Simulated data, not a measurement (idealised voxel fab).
process module | voxel local oxidation
cross-section cut | 250 nm wide | cells 5 nm
A cross-section is a grid of square cells, given in bands from the top down. A band is one or more rows of cells.
Each band's line starts with the height of the band's top and of its bottom, in nm. Then come its materials from left to right, each with its width in nm. One material with "throughout" fills the band from edge to edge. "air" is empty space.
Height 0 is the level under which the wafer as received is all one material. The lowest band goes on downwards, as in "0 down".
A width such as "30 to 40" changes by the same amount from each row of cells to the next, from the band's top row to its bottom row.
"no change" after a step means that no cell of the cross-section changed.
closed voids: empty space of 8 cells or more with no open way to the top, each as width x height at its distance from the left edge, in nm
after a step's settings: what the simulator itself notes on the step
overlay nm, on a step with a mask: how far to the right of its planned place the mask lay; to the left if negative
plan
1 op RECEIVE | material Si
2 op CONFORMAL_DEP | material SiO2 | thk nm 5
3 op CONFORMAL_DEP | material SiN | thk nm 15
4 op PATTERN | tone cover | mask id ACTIVE | material resist | width nm 130 | thk nm 15 | overlay nm 0
5 op DIRECTIONAL_ETCH | etch materials SiN | depth nm 15
6 op STRIP | etch materials resist
7 op SELECTIVE_ETCH | etch materials SiO2 | depth nm 5
8 op OXIDIZE | depth nm 15
9 op STRIP | etch materials SiN
first wafer, as planned
as received, after step 1
  0 down: Si throughout
  closed voids: none
after step 2
  5 to 0: SiO2 throughout
  below 0: unchanged
after step 3
  20 to 5: SiN throughout
  below 5: unchanged
after step 4
  35 to 20: air 60 | resist 130 | air 60
  below 20: unchanged
after step 5
  35 to 20: air 60 | resist 130 | air 60
  20 to 5: air 60 | SiN 130 | air 60
  below 5: unchanged
after step 6
  20 to 5: air 60 | SiN 130 | air 60
  below 5: unchanged
after step 7
  20 to 5: air 60 | SiN 130 | air 60
  5 to 0: air 65 | SiO2 120 | air 65
  below 0: unchanged
after step 8
  20 to 5: air 60 | SiN 130 | air 60
  5 to 0: air 65 | SiO2 120 | air 65
  0 to -15: SiO2 80 | Si 90 | SiO2 80
  below -15: unchanged
after step 9
  5 to 0: air 65 | SiO2 120 | air 65
  below 0: unchanged
second wafer: like start, like plan, one mistake. Through step 7 it matches the first wafer
when step 8 should have ended
  20 to 5: air 60 | SiN 130 | air 60
  5 to 0: air 65 | SiO2 120 | air 65
  0 to -15: SiO2 80 | Si 90 | SiO2 80
  below -15: unchanged
when step 9 should have ended
  5 to 0: air 65 | SiO2 120 | air 65
  below 0: unchanged
what went wrong: step 8 was run twice
at the end the two cross-sections are the same: no effect in what this model computes
